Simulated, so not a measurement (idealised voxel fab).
This section sets out a process module, namely voxel fin reveal.
The cross-section shown here is cut; it is 275 nm wide and divided into square cells measuring 5 nm on a side.
Cross-section layout: square cells on a grid; listed as bands, top to bottom; a band spans one or more cell rows.
What a band's entry tells you: where the top is and where the bottom is, as heights in nm, and after that what lies inside, material by material from left to right, each with its width in nm. Empty space is written as the word "air", and a single material marked with the word "throughout" occupies the band from edge to edge.
Counting heights begins at 0, where everything beneath is, in the wafer as received, one material. The lowest band has no bottom; it goes on downwards, as "0 nm and below" shows.
A width given as "30->40" starts at the first number in the band's top row and ends at the second number in its bottom row, shifting by an equal amount at every step from row to row.
"changes: none" means the step left every cell of the cross-section as it was.
Look at "Sealed internal cavities" for the closed voids: empty spaces with no open path to the top, sized 8 cells or up. Each is width x height at distance, distance from the left edge, all nm.
It should be noted that, on the line of a given step, the content following the step's settings is a remark produced by the simulator itself with respect to that step.
overlay nm: step with mask; distance mask lay right of planned place; negative value = left of planned place.

**The planned process steps are enumerated hereunder**
1,RECEIVE, material Si
2,CONFORMAL_DEP, material SiN, thk nm 5
3,PATTERN, tone cover, mask id FINS, material resist, width nm 15, pitch nm 35, thk nm 15, overlay nm 0
4,DIRECTIONAL_ETCH, etch materials SiN, depth nm 5
5,DIRECTIONAL_ETCH, etch materials Si, depth nm 40
6,STRIP, etch materials resist
7,FILL_DEP, material SiO2, thk nm 10
8,CMP, height nm 5
9,SELECTIVE_ETCH, etch materials SiO2, depth nm 25
10,STRIP, etch materials SiN
11,CONFORMAL_DEP, material HfO2, thk nm 5

**Incoming wafer, cross-sectional view, post step 1**
* 0 nm and below  Si throughout
* Sealed internal cavities: none

**First of two wafers at the end of the module, shown in cross-section; run carried out as planned**
* 5 nm to 0 nm  air 70, then HfO2 25, then air 10, then HfO2 25, then air 10, then HfO2 25, then air 10, then HfO2 25, then air 75
* 0 nm to -15 nm  air 70, then HfO2 5, then Si 15, then HfO2 5, then air 10, then HfO2 5, then Si 15, then HfO2 5, then air 10, then HfO2 5, then Si 15, then HfO2 5, then air 10, then HfO2 5, then Si 15, then HfO2 5, then air 75
* -15 nm to -20 nm  HfO2 75, then Si 15, then HfO2 20, then Si 15, then HfO2 20, then Si 15, then HfO2 20, then Si 15, then HfO2 80
* -20 nm to -40 nm  SiO2 75, then Si 15, then SiO2 20, then Si 15, then SiO2 20, then Si 15, then SiO2 20, then Si 15, then SiO2 80
* -40 nm and below  Si throughout
* Sealed internal cavities: none

**Cross-section, second wafer: same start as the first, same plan as the first, one mistake in running it; taken at the end of the module**
* 5 nm to 0 nm  air 80, then HfO2 25, then air 10, then HfO2 25, then air 10, then HfO2 25, then air 10, then HfO2 25, then air 65
* 0 nm to -15 nm  air 80, then HfO2 5, then Si 15, then HfO2 5, then air 10, then HfO2 5, then Si 15, then HfO2 5, then air 10, then HfO2 5, then Si 15, then HfO2 5, then air 10, then HfO2 5, then Si 15, then HfO2 5, then air 65
* -15 nm to -20 nm  HfO2 85, then Si 15, then HfO2 20, then Si 15, then HfO2 20, then Si 15, then HfO2 20, then Si 15, then HfO2 70
* -20 nm to -40 nm  SiO2 85, then Si 15, then SiO2 20, then Si 15, then SiO2 20, then Si 15, then SiO2 20, then Si 15, then SiO2 70
* -40 nm and below  Si throughout
* Sealed internal cavities: none
What went wrong in running the wafer? note that step 3 departed from the planned setting and was carried out as PATTERN, tone cover, mask id FINS, material resist, width nm 15, pitch nm 35, thk nm 15, overlay nm 10
In the final comparison it is observed that the number of cells assigned to each material is identical for the two wafers, whereas their placement is not.
